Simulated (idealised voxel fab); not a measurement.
Process module, titled voxel capacitor over wiring
The width of the displayed cross-section, cut, is 230 nm; its cells are square, with a size of 5 nm.
The cross-sections in this document take the form of a grid made of square cells. They are written out as bands, in order from top to bottom. Each band consists of one or more rows of cells. Band: top height; bottom height; in nm. Then, left to right: material with width in nm, for each material. "throughout": a single material spanning edge to edge. "empty": empty space. All heights in this document are referenced to 0, defined as the level beneath which the wafer, as received, consists entirely of one material. The lowest band is not bounded below; it extends indefinitely downward and is written in the form "0 and below". The expression "30->40" gives the width at the extremes of the band, the first number at its top row of cells and the second at its bottom row, with the width changing by equal amounts from each row to the next in between. "changes: none" means the step left every cell of the cross-section as it was. Voids not open to the top, 8 cells minimum: see "Listed closed voids". Written width x height at distance; distance is from the left edge; nm. Where a step's line continues beyond its settings, the continuation is a remark by the simulator itself on that step. When a step includes a mask, the "overlay nm" setting on its line states how far to the right of its planned place that mask lay, and negative values state how far to the left.

[Process steps foreseen in the plan]
1) RECEIVE [material Si]
2) CONFORMAL_DEP [material SiO2] [thk nm 10]
3) CONFORMAL_DEP [material SiN] [thk nm 5]
4) DIRECTIONAL_DEP [material lowk] [thk nm 15]
5) PATTERN [tone open] [mask id METAL_1] [material resist] [width nm 20] [pitch nm 80] [thk nm 20] [overlay nm 0]
6) DIRECTIONAL_ETCH [etch materials lowk] [depth nm 15]
7) DIRECTIONAL_ETCH [etch materials SiN] [depth nm 5]
8) STRIP [etch materials resist]
9) CONFORMAL_DEP [material TiN] [thk nm 5]
10) FILL_DEP [material W] [thk nm 10]
11) CMP [height nm 30]
12) CONFORMAL_DEP [material SiCN] [thk nm 5]
13) DIRECTIONAL_DEP [material SiO2] [thk nm 15]
14) MASKED_ETCH [tone open] [mask id PLUG_1] [width nm 15] [etch materials SiO2] [depth nm 15] [overlay nm 0]
15) MASKED_ETCH [tone open] [mask id PLUG_1] [width nm 15] [etch materials SiCN] [depth nm 5] [overlay nm 0]
16) CONFORMAL_DEP [material TiN] [thk nm 5]
17) FILL_DEP [material Ru] [thk nm 10]
18) CMP [height nm 50]
19) DIRECTIONAL_DEP [material TiN] [thk nm 5]
20) DIRECTIONAL_DEP [material Al2O3] [thk nm 5]
21) DIRECTIONAL_DEP [material TiN] [thk nm 5]
22) MASKED_ETCH [tone cover] [mask id UPPER_PLATE] [width nm 65] [etch materials TiN] [depth nm 5] [overlay nm 0]
23) MASKED_ETCH [tone cover] [mask id UPPER_PLATE] [width nm 65] [etch materials Al2O3] [depth nm 5] [overlay nm 0]
24) PATTERN [tone cover] [mask id LOWER_PLATE] [material resist] [width nm 75] [thk nm 20] [overlay nm 0]
25) DIRECTIONAL_ETCH [etch materials TiN] [depth nm 5]
26) STRIP [etch materials resist]
27) FILL_DEP [material SiO2] [thk nm 15]
28) CMP [height nm 75]
29) MASKED_ETCH [tone open] [mask id PLUG_2] [width nm 15] [etch materials SiO2] [depth nm 10] [overlay nm 0]
30) CONFORMAL_DEP [material TiN] [thk nm 5]
31) FILL_DEP [material Ru] [thk nm 10]
32) CMP [height nm 75]
33) CONFORMAL_DEP [material SiN] [thk nm 5]

[Below: the first of two wafers, run as planned]

[Shown in cross-section is the wafer as received, that is, as it stands after step 1]
0 and below | Si throughout
Listed closed voids: none

[After step 2, in cross-section]
10 down to 0 | SiO2 throughout
For the remainder of the cross-section, below 0, there is no change.

[After step 3, in cross-section]
15 down to 10 | SiN throughout
For the remainder of the cross-section, below 10, there is no change.

[After step 4, in cross-section]
30 down to 15 | lowk throughout
For the remainder of the cross-section, below 15, there is no change.

[After step 5, in cross-section]
50 down to 30 | 65 of resist, then 20 of empty, then 60 of resist, then 20 of empty, then 65 of resist
For the remainder of the cross-section, below 30, there is no change.

[After step 6, in cross-section]
50 down to 30 | 65 of resist, then 20 of empty, then 60 of resist, then 20 of empty, then 65 of resist
30 down to 15 | 65 of lowk, then 20 of empty, then 60 of lowk, then 20 of empty, then 65 of lowk
For the remainder of the cross-section, below 15, there is no change.

[After step 7, in cross-section]
50 down to 30 | 65 of resist, then 20 of empty, then 60 of resist, then 20 of empty, then 65 of resist
30 down to 15 | 65 of lowk, then 20 of empty, then 60 of lowk, then 20 of empty, then 65 of lowk
15 down to 10 | 65 of SiN, then 20 of empty, then 60 of SiN, then 20 of empty, then 65 of SiN
For the remainder of the cross-section, below 10, there is no change.

[After step 8, in cross-section]
30 down to 15 | 65 of lowk, then 20 of empty, then 60 of lowk, then 20 of empty, then 65 of lowk
For the remainder of the cross-section, below 15, there is no change.

[After step 9, in cross-section]
35 down to 30 | 70 of TiN, then 10 of empty, then 70 of TiN, then 10 of empty, then 70 of TiN
30 down to 15 | 65 of lowk, then 5 of TiN, then 10 of empty, then 5 of TiN, then 60 of lowk, then 5 of TiN, then 10 of empty, then 5 of TiN, then 65 of lowk
15 down to 10 | 65 of SiN, then 20 of TiN, then 60 of SiN, then 20 of TiN, then 65 of SiN
For the remainder of the cross-section, below 10, there is no change.

[After step 10, in cross-section]
45 down to 35 | W throughout
35 down to 30 | 70 of TiN, then 10 of W, then 70 of TiN, then 10 of W, then 70 of TiN
30 down to 15 | 65 of lowk, then 5 of TiN, then 10 of W, then 5 of TiN, then 60 of lowk, then 5 of TiN, then 10 of W, then 5 of TiN, then 65 of lowk
For the remainder of the cross-section, below 15, there is no change.

[After step 11, in cross-section]
30 down to 15 | 65 of lowk, then 5 of TiN, then 10 of W, then 5 of TiN, then 60 of lowk, then 5 of TiN, then 10 of W, then 5 of TiN, then 65 of lowk
For the remainder of the cross-section, below 15, there is no change.

[After step 12, in cross-section]
35 down to 30 | SiCN throughout
For the remainder of the cross-section, below 30, there is no change.

[After step 13, in cross-section]
50 down to 35 | SiO2 throughout
For the remainder of the cross-section, below 35, there is no change.

[After step 14, in cross-section]
50 down to 35 | 70 of SiO2, then 15 of empty, then 145 of SiO2
For the remainder of the cross-section, below 35, there is no change.

[After step 15, in cross-section]
50 down to 35 | 70 of SiO2, then 15 of empty, then 145 of SiO2
35 down to 30 | 70 of SiCN, then 15 of empty, then 145 of SiCN
For the remainder of the cross-section, below 30, there is no change.

[After step 16, in cross-section]
55 down to 50 | 75 of TiN, then 5 of empty, then 150 of TiN
50 down to 35 | 70 of SiO2, then 5 of TiN, then 5 of empty, then 5 of TiN, then 145 of SiO2
35 down to 30 | 70 of SiCN, then 15 of TiN, then 145 of SiCN
For the remainder of the cross-section, below 30, there is no change.

[After step 17, in cross-section]
65 down to 55 | Ru throughout
55 down to 50 | 75 of TiN, then 5 of Ru, then 150 of TiN
50 down to 35 | 70 of SiO2, then 5 of TiN, then 5 of Ru, then 5 of TiN, then 145 of SiO2
For the remainder of the cross-section, below 35, there is no change.

[After step 18, in cross-section]
50 down to 35 | 70 of SiO2, then 5 of TiN, then 5 of Ru, then 5 of TiN, then 145 of SiO2
For the remainder of the cross-section, below 35, there is no change.

[After step 19, in cross-section]
55 down to 50 | TiN throughout
For the remainder of the cross-section, below 50, there is no change.

[After step 20, in cross-section]
60 down to 55 | Al2O3 throughout
For the remainder of the cross-section, below 55, there is no change.

[After step 21, in cross-section]
65 down to 60 | TiN throughout
For the remainder of the cross-section, below 60, there is no change.

[After step 22, in cross-section]
65 down to 60 | 70 of empty, then 65 of TiN, then 95 of empty
For the remainder of the cross-section, below 60, there is no change.

[After step 23, in cross-section]
65 down to 60 | 70 of empty, then 65 of TiN, then 95 of empty
60 down to 55 | 70 of empty, then 65 of Al2O3, then 95 of empty
For the remainder of the cross-section, below 55, there is no change.

[After step 24, in cross-section]
85 down to 65 | 65 of empty, then 75 of resist, then 90 of empty
65 down to 60 | 65 of empty, then 5 of resist, then 65 of TiN, then 5 of resist, then 90 of empty
60 down to 55 | 65 of empty, then 5 of resist, then 65 of Al2O3, then 5 of resist, then 90 of empty
For the remainder of the cross-section, below 55, there is no change.

[After step 25, in cross-section]
85 down to 65 | 65 of empty, then 75 of resist, then 90 of empty
65 down to 60 | 65 of empty, then 5 of resist, then 65 of TiN, then 5 of resist, then 90 of empty
60 down to 55 | 65 of empty, then 5 of resist, then 65 of Al2O3, then 5 of resist, then 90 of empty
55 down to 50 | 65 of empty, then 75 of TiN, then 90 of empty
For the remainder of the cross-section, below 50, there is no change.

[After step 26, in cross-section]
65 down to 60 | 70 of empty, then 65 of TiN, then 95 of empty
60 down to 55 | 70 of empty, then 65 of Al2O3, then 95 of empty
For the remainder of the cross-section, below 55, there is no change.

[After step 27, in cross-section]
80 down to 65 | SiO2 throughout
65 down to 60 | 70 of SiO2, then 65 of TiN, then 95 of SiO2
60 down to 55 | 70 of SiO2, then 65 of Al2O3, then 95 of SiO2
55 down to 50 | 65 of SiO2, then 75 of TiN, then 90 of SiO2
For the remainder of the cross-section, below 50, there is no change.

[After step 28, in cross-section]
75 down to 65 | SiO2 throughout
For the remainder of the cross-section, below 65, there is no change.

[After step 29, in cross-section]
75 down to 65 | 80 of SiO2, then 15 of empty, then 135 of SiO2
For the remainder of the cross-section, below 65, there is no change.

[After step 30, in cross-section]
80 down to 75 | 85 of TiN, then 5 of empty, then 140 of TiN
75 down to 70 | 80 of SiO2, then 5 of TiN, then 5 of empty, then 5 of TiN, then 135 of SiO2
70 down to 60 | 80->70 of SiO2, then 15->65 of TiN, then 135->95 of SiO2
For the remainder of the cross-section, below 60, there is no change.

[After step 31, in cross-section]
90 down to 80 | Ru throughout
80 down to 75 | 85 of TiN, then 5 of Ru, then 140 of TiN
75 down to 70 | 80 of SiO2, then 5 of TiN, then 5 of Ru, then 5 of TiN, then 135 of SiO2
For the remainder of the cross-section, below 70, there is no change.

[After step 32, in cross-section]
75 down to 70 | 80 of SiO2, then 5 of TiN, then 5 of Ru, then 5 of TiN, then 135 of SiO2
For the remainder of the cross-section, below 70, there is no change.

[After step 33, in cross-section]
80 down to 75 | SiN throughout
For the remainder of the cross-section, below 75, there is no change.

[Second wafer, same starting conditions and recipe as the first, one mistake in executing it, nothing differs from the first up to and including step 14]

[Look at the second wafer in cross-section at the time step 15 ought to have finished]
50 down to 35 | 70 of SiO2, then 15 of empty, then 145 of SiO2
35 down to 30 | 70 of SiCN, then 5 of empty, then 155 of SiCN
For the remainder of the cross-section, below 30, there is no change.

[Look at the second wafer in cross-section at the time step 16 ought to have finished]
55 down to 50 | 75 of TiN, then 5 of empty, then 150 of TiN
50 down to 40 | 70 of SiO2, then 5 of TiN, then 5 of empty, then 5 of TiN, then 145 of SiO2
40 down to 35 | 70 of SiO2, then 15 of TiN, then 145 of SiO2
35 down to 30 | 70 of SiCN, then 5 of TiN, then 155 of SiCN
For the remainder of the cross-section, below 30, there is no change.

[Look at the second wafer in cross-section at the time step 17 ought to have finished]
65 down to 55 | Ru throughout
55 down to 50 | 75 of TiN, then 5 of Ru, then 150 of TiN
50 down to 40 | 70 of SiO2, then 5 of TiN, then 5 of Ru, then 5 of TiN, then 145 of SiO2
For the remainder of the cross-section, below 40, there is no change.

[Look at the second wafer in cross-section at the time step 18 ought to have finished]
50 down to 40 | 70 of SiO2, then 5 of TiN, then 5 of Ru, then 5 of TiN, then 145 of SiO2
For the remainder of the cross-section, below 40, there is no change.

[Look at the second wafer in cross-section at the time step 19 ought to have finished]
55 down to 50 | TiN throughout
For the remainder of the cross-section, below 50, there is no change.

[Look at the second wafer in cross-section at the time step 20 ought to have finished]
60 down to 55 | Al2O3 throughout
For the remainder of the cross-section, below 55, there is no change.

[Look at the second wafer in cross-section at the time step 21 ought to have finished]
65 down to 60 | TiN throughout
For the remainder of the cross-section, below 60, there is no change.

[Look at the second wafer in cross-section at the time step 22 ought to have finished]
65 down to 60 | 70 of empty, then 65 of TiN, then 95 of empty
For the remainder of the cross-section, below 60, there is no change.

[Look at the second wafer in cross-section at the time step 23 ought to have finished]
65 down to 60 | 70 of empty, then 65 of TiN, then 95 of empty
60 down to 55 | 70 of empty, then 65 of Al2O3, then 95 of empty
For the remainder of the cross-section, below 55, there is no change.

[Look at the second wafer in cross-section at the time step 24 ought to have finished]
85 down to 65 | 65 of empty, then 75 of resist, then 90 of empty
65 down to 60 | 65 of empty, then 5 of resist, then 65 of TiN, then 5 of resist, then 90 of empty
60 down to 55 | 65 of empty, then 5 of resist, then 65 of Al2O3, then 5 of resist, then 90 of empty
For the remainder of the cross-section, below 55, there is no change.

[Look at the second wafer in cross-section at the time step 25 ought to have finished]
85 down to 65 | 65 of empty, then 75 of resist, then 90 of empty
65 down to 60 | 65 of empty, then 5 of resist, then 65 of TiN, then 5 of resist, then 90 of empty
60 down to 55 | 65 of empty, then 5 of resist, then 65 of Al2O3, then 5 of resist, then 90 of empty
55 down to 50 | 65 of empty, then 75 of TiN, then 90 of empty
For the remainder of the cross-section, below 50, there is no change.

[Look at the second wafer in cross-section at the time step 26 ought to have finished]
65 down to 60 | 70 of empty, then 65 of TiN, then 95 of empty
60 down to 55 | 70 of empty, then 65 of Al2O3, then 95 of empty
For the remainder of the cross-section, below 55, there is no change.

[Look at the second wafer in cross-section at the time step 27 ought to have finished]
80 down to 65 | SiO2 throughout
65 down to 60 | 70 of SiO2, then 65 of TiN, then 95 of SiO2
60 down to 55 | 70 of SiO2, then 65 of Al2O3, then 95 of SiO2
55 down to 50 | 65 of SiO2, then 75 of TiN, then 90 of SiO2
For the remainder of the cross-section, below 50, there is no change.

[Look at the second wafer in cross-section at the time step 28 ought to have finished]
75 down to 65 | SiO2 throughout
For the remainder of the cross-section, below 65, there is no change.

[Look at the second wafer in cross-section at the time step 29 ought to have finished]
75 down to 65 | 80 of SiO2, then 15 of empty, then 135 of SiO2
For the remainder of the cross-section, below 65, there is no change.

[Look at the second wafer in cross-section at the time step 30 ought to have finished]
80 down to 75 | 85 of TiN, then 5 of empty, then 140 of TiN
75 down to 70 | 80 of SiO2, then 5 of TiN, then 5 of empty, then 5 of TiN, then 135 of SiO2
70 down to 60 | 80->70 of SiO2, then 15->65 of TiN, then 135->95 of SiO2
For the remainder of the cross-section, below 60, there is no change.

[Look at the second wafer in cross-section at the time step 31 ought to have finished]
90 down to 80 | Ru throughout
80 down to 75 | 85 of TiN, then 5 of Ru, then 140 of TiN
75 down to 70 | 80 of SiO2, then 5 of TiN, then 5 of Ru, then 5 of TiN, then 135 of SiO2
For the remainder of the cross-section, below 70, there is no change.

[Look at the second wafer in cross-section at the time step 32 ought to have finished]
75 down to 70 | 80 of SiO2, then 5 of TiN, then 5 of Ru, then 5 of TiN, then 135 of SiO2
For the remainder of the cross-section, below 70, there is no change.

[Look at the second wafer in cross-section at the time step 33 ought to have finished]
80 down to 75 | SiN throughout
For the remainder of the cross-section, below 75, there is no change.
what went wrong: rather than as planned, step 15 actually ran as MASKED_ETCH [tone open] [mask id PLUG_1] [width nm 15] [etch materials SiCN] [depth nm 5] [overlay nm -10]
Heads up, by the end the second wafer has more or fewer cells of some materials compared to the first: -1 Ru; +2 SiCN; -1 TiN
